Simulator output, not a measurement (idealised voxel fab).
Process module in this document: voxel self aligned vias
Displayed cross-section: cut, width of 295 nm, square cells sized 5 nm.
How to read a cross-section here: the picture is a grid of square cells, written as bands going from the top down, and any band can span one or more rows of cells. Each band's line starts with the height of the band's top and of its bottom, in nm. Then come its materials from left to right, each with its width in nm. One material with "throughout" fills the band from edge to edge. "air" is empty space. The level at which height equals 0 is the one under which the wafer, as it arrives, is entirely one material. No lower edge exists for the bottom band, which continues downward and is notated as in "top 0, no bottom". A width such as "30->40" changes by the same amount from each row of cells to the next, from the band's top row to its bottom row. Reading "no modification" for a step: not a cell of the cross-section changed in it. "Catalogued sealed voids" lists enclosed empty spaces (at least 8 cells, no open path upward to the top), each as width x height at distance from the left edge, in nm. Heads up: the bit after the settings on a step's line is the simulator's remark on that step. "overlay nm" answers the question of how far to the right of plan the mask lay on a step that has a mask, and when it is negative the answer is to the left.

BELOW IS THE LIST OF PLANNED PROCESS STEPS
1: RECEIVE,material Si
2: CONFORMAL_DEP,material SiO2,thk nm 10
3: CONFORMAL_DEP,material SiCN,thk nm 5
4: DIRECTIONAL_DEP,material SiO2,thk nm 20
5: MASKED_ETCH,tone open,mask id LINES,width nm 25,pitch nm 55,etch materials SiO2,depth nm 20,overlay nm 0
6: CONFORMAL_DEP,material TiN,thk nm 5
7: FILL_DEP,material Ru,thk nm 5
8: CMP,height nm 35
9: SELECTIVE_ETCH,etch materials W Ru TiN,depth nm 5
10: FILL_DEP,material SiN,thk nm 10
11: CMP,height nm 35
12: DIRECTIONAL_DEP,material SiO2,thk nm 15
13: DIRECTIONAL_DEP,material aC,thk nm 15
14: PATTERN,tone open,mask id VIAS,material resist,width nm 35,pitch nm 55,thk nm 35,overlay nm 0
15: DIRECTIONAL_ETCH,etch materials aC,depth nm 15
16: STRIP,etch materials resist
17: DIRECTIONAL_ETCH,etch materials SiO2,depth nm 15
18: DIRECTIONAL_ETCH,etch materials SiN,depth nm 5
19: STRIP,etch materials aC
20: CONFORMAL_DEP,material TiN,thk nm 5
21: FILL_DEP,material Ru,thk nm 10
22: CMP,height nm 50
23: CONFORMAL_DEP,material SiN,thk nm 5

FIRST OF TWO WAFERS, WITH THE RUN CARRIED OUT AS PLANNED

AS-RECEIVED WAFER CROSS-SECTION (AFTER STEP 1)
  top 0, no bottom: Si throughout
  Catalogued sealed voids: none

AFTER STEP 2
  top 10, bottom 0: SiO2 throughout
  Lower than 0, everything is as it was.

AFTER STEP 3
  top 15, bottom 10: SiCN throughout
  Lower than 10, everything is as it was.

AFTER STEP 4
  top 35, bottom 15: SiO2 throughout
  Lower than 15, everything is as it was.

AFTER STEP 5
  top 35, bottom 15: 105 nm SiO2 | 25 nm air | 30 nm SiO2 | 25 nm air | 110 nm SiO2
  Lower than 15, everything is as it was.

AFTER STEP 6
  top 40, bottom 35: 110 nm TiN | 15 nm air | 40 nm TiN | 15 nm air | 115 nm TiN
  top 35, bottom 20: 105 nm SiO2 | 5 nm TiN | 15 nm air | 5 nm TiN | 30 nm SiO2 | 5 nm TiN | 15 nm air | 5 nm TiN | 110 nm SiO2
  top 20, bottom 15: 105 nm SiO2 | 25 nm TiN | 30 nm SiO2 | 25 nm TiN | 110 nm SiO2
  Lower than 15, everything is as it was.

AFTER STEP 7
  top 45, bottom 40: Ru throughout
  top 40, bottom 35: 110 nm TiN | 15 nm Ru | 40 nm TiN | 15 nm Ru | 115 nm TiN
  top 35, bottom 20: 105 nm SiO2 | 5 nm TiN | 15 nm Ru | 5 nm TiN | 30 nm SiO2 | 5 nm TiN | 15 nm Ru | 5 nm TiN | 110 nm SiO2
  Lower than 20, everything is as it was.

AFTER STEP 8
  top 35, bottom 20: 105 nm SiO2 | 5 nm TiN | 15 nm Ru | 5 nm TiN | 30 nm SiO2 | 5 nm TiN | 15 nm Ru | 5 nm TiN | 110 nm SiO2
  Lower than 20, everything is as it was.

AFTER STEP 9
  top 35, bottom 30: 105 nm SiO2 | 25 nm air | 30 nm SiO2 | 25 nm air | 110 nm SiO2
  Lower than 30, everything is as it was.

AFTER STEP 10
  top 45, bottom 35: SiN throughout
  top 35, bottom 30: 105 nm SiO2 | 25 nm SiN | 30 nm SiO2 | 25 nm SiN | 110 nm SiO2
  Lower than 30, everything is as it was.

AFTER STEP 11
  top 35, bottom 30: 105 nm SiO2 | 25 nm SiN | 30 nm SiO2 | 25 nm SiN | 110 nm SiO2
  Lower than 30, everything is as it was.

AFTER STEP 12
  top 50, bottom 35: SiO2 throughout
  Lower than 35, everything is as it was.

AFTER STEP 13
  top 65, bottom 50: aC throughout
  Lower than 50, everything is as it was.

AFTER STEP 14
  top 100, bottom 65: 100 nm resist | 35 nm air | 20 nm resist | 35 nm air | 105 nm resist
  Lower than 65, everything is as it was.

AFTER STEP 15
  top 85, bottom 65: 100 nm resist | 35 nm air | 20 nm resist | 35 nm air | 105 nm resist
  top 65, bottom 50: 100 nm aC | 35 nm air | 20 nm aC | 35 nm air | 105 nm aC
  Lower than 50, everything is as it was.

AFTER STEP 16
  top 65, bottom 50: 100 nm aC | 35 nm air | 20 nm aC | 35 nm air | 105 nm aC
  Lower than 50, everything is as it was.

AFTER STEP 17
  top 65, bottom 50: 100 nm aC | 35 nm air | 20 nm aC | 35 nm air | 105 nm aC
  top 50, bottom 35: 100 nm SiO2 | 35 nm air | 20 nm SiO2 | 35 nm air | 105 nm SiO2
  Lower than 35, everything is as it was.

AFTER STEP 18
  top 65, bottom 50: 100 nm aC | 35 nm air | 20 nm aC | 35 nm air | 105 nm aC
  top 50, bottom 35: 100 nm SiO2 | 35 nm air | 20 nm SiO2 | 35 nm air | 105 nm SiO2
  top 35, bottom 30: 105 nm SiO2 | 25 nm air | 30 nm SiO2 | 25 nm air | 110 nm SiO2
  Lower than 30, everything is as it was.

AFTER STEP 19
  top 50, bottom 35: 100 nm SiO2 | 35 nm air | 20 nm SiO2 | 35 nm air | 105 nm SiO2
  Lower than 35, everything is as it was.

AFTER STEP 20
  top 55, bottom 50: 105 nm TiN | 25 nm air | 30 nm TiN | 25 nm air | 110 nm TiN
  top 50, bottom 40: 100 nm SiO2 | 5 nm TiN | 25 nm air | 5 nm TiN | 20 nm SiO2 | 5 nm TiN | 25 nm air | 5 nm TiN | 105 nm SiO2
  top 40, bottom 35: 100 nm SiO2 | 10 nm TiN | 15 nm air | 10 nm TiN | 20 nm SiO2 | 10 nm TiN | 15 nm air | 10 nm TiN | 105 nm SiO2
  top 35, bottom 30: 105 nm SiO2 | 25 nm TiN | 30 nm SiO2 | 25 nm TiN | 110 nm SiO2
  Lower than 30, everything is as it was.

AFTER STEP 21
  top 65, bottom 55: Ru throughout
  top 55, bottom 50: 105 nm TiN | 25 nm Ru | 30 nm TiN | 25 nm Ru | 110 nm TiN
  top 50, bottom 40: 100 nm SiO2 | 5 nm TiN | 25 nm Ru | 5 nm TiN | 20 nm SiO2 | 5 nm TiN | 25 nm Ru | 5 nm TiN | 105 nm SiO2
  top 40, bottom 35: 100 nm SiO2 | 10 nm TiN | 15 nm Ru | 10 nm TiN | 20 nm SiO2 | 10 nm TiN | 15 nm Ru | 10 nm TiN | 105 nm SiO2
  Lower than 35, everything is as it was.

AFTER STEP 22
  top 50, bottom 40: 100 nm SiO2 | 5 nm TiN | 25 nm Ru | 5 nm TiN | 20 nm SiO2 | 5 nm TiN | 25 nm Ru | 5 nm TiN | 105 nm SiO2
  Lower than 40, everything is as it was.

AFTER STEP 23
  top 55, bottom 50: SiN throughout
  Lower than 50, everything is as it was.

THE REMAINING WAFER, SECOND OF THE TWO, STARTED LIKE THE FIRST AND WAS RUN TO THE SAME PLAN, EXCEPT THAT ONE MISTAKE WAS MADE ALONG THE WAY; THE TWO COINCIDE THROUGH STEP 13, INCLUSIVE

SECOND WAFER, SECTIONED VIEW, AT STEP 14'S PLANNED END TIME
  top 100, bottom 65: 100 nm air | 35 nm resist | 20 nm air | 35 nm resist | 105 nm air
  Lower than 65, everything is as it was.

SECOND WAFER, SECTIONED VIEW, AT STEP 15'S PLANNED END TIME
  top 85, bottom 65: 100 nm air | 35 nm resist | 20 nm air | 35 nm resist | 105 nm air
  top 65, bottom 50: 100 nm air | 35 nm aC | 20 nm air | 35 nm aC | 105 nm air
  Lower than 50, everything is as it was.

SECOND WAFER, SECTIONED VIEW, AT STEP 16'S PLANNED END TIME
  top 65, bottom 50: 100 nm air | 35 nm aC | 20 nm air | 35 nm aC | 105 nm air
  Lower than 50, everything is as it was.

SECOND WAFER, SECTIONED VIEW, AT STEP 17'S PLANNED END TIME
  top 65, bottom 50: 100 nm air | 35 nm aC | 20 nm air | 35 nm aC | 105 nm air
  top 50, bottom 35: 100 nm air | 35 nm SiO2 | 20 nm air | 35 nm SiO2 | 105 nm air
  Lower than 35, everything is as it was.

Second wafer, sectioned view, at step 18's planned end time: no modification

SECOND WAFER, SECTIONED VIEW, AT STEP 19'S PLANNED END TIME
  top 50, bottom 35: 100 nm air | 35 nm SiO2 | 20 nm air | 35 nm SiO2 | 105 nm air
  Lower than 35, everything is as it was.

SECOND WAFER, SECTIONED VIEW, AT STEP 20'S PLANNED END TIME
  top 55, bottom 50: 95 nm air | 45 nm TiN | 10 nm air | 45 nm TiN | 100 nm air
  top 50, bottom 40: 95 nm air | 5 nm TiN | 35 nm SiO2 | 5 nm TiN | 10 nm air | 5 nm TiN | 35 nm SiO2 | 5 nm TiN | 100 nm air
  top 40, bottom 35: 100 nm TiN | 35 nm SiO2 | 20 nm TiN | 35 nm SiO2 | 105 nm TiN
  Lower than 35, everything is as it was.

SECOND WAFER, SECTIONED VIEW, AT STEP 21'S PLANNED END TIME
  top 65, bottom 55: Ru throughout
  top 55, bottom 50: 95 nm Ru | 45 nm TiN | 10 nm Ru | 45 nm TiN | 100 nm Ru
  top 50, bottom 40: 95 nm Ru | 5 nm TiN | 35 nm SiO2 | 5 nm TiN | 10 nm Ru | 5 nm TiN | 35 nm SiO2 | 5 nm TiN | 100 nm Ru
  Lower than 40, everything is as it was.

SECOND WAFER, SECTIONED VIEW, AT STEP 22'S PLANNED END TIME
  top 50, bottom 40: 95 nm Ru | 5 nm TiN | 35 nm SiO2 | 5 nm TiN | 10 nm Ru | 5 nm TiN | 35 nm SiO2 | 5 nm TiN | 100 nm Ru
  Lower than 40, everything is as it was.

SECOND WAFER, SECTIONED VIEW, AT STEP 23'S PLANNED END TIME
  top 55, bottom 50: SiN throughout
  Lower than 50, everything is as it was.
What went wrong in running the wafer? planned and actual differ for step 14; actual: PATTERN,tone cover,mask id VIAS,material resist,width nm 35,pitch nm 55,thk nm 35,overlay nm 0
Final wafer comparison in cells, second versus first, more or fewer per material: Ru +56; SiN +10; SiO2 -93; TiN +27
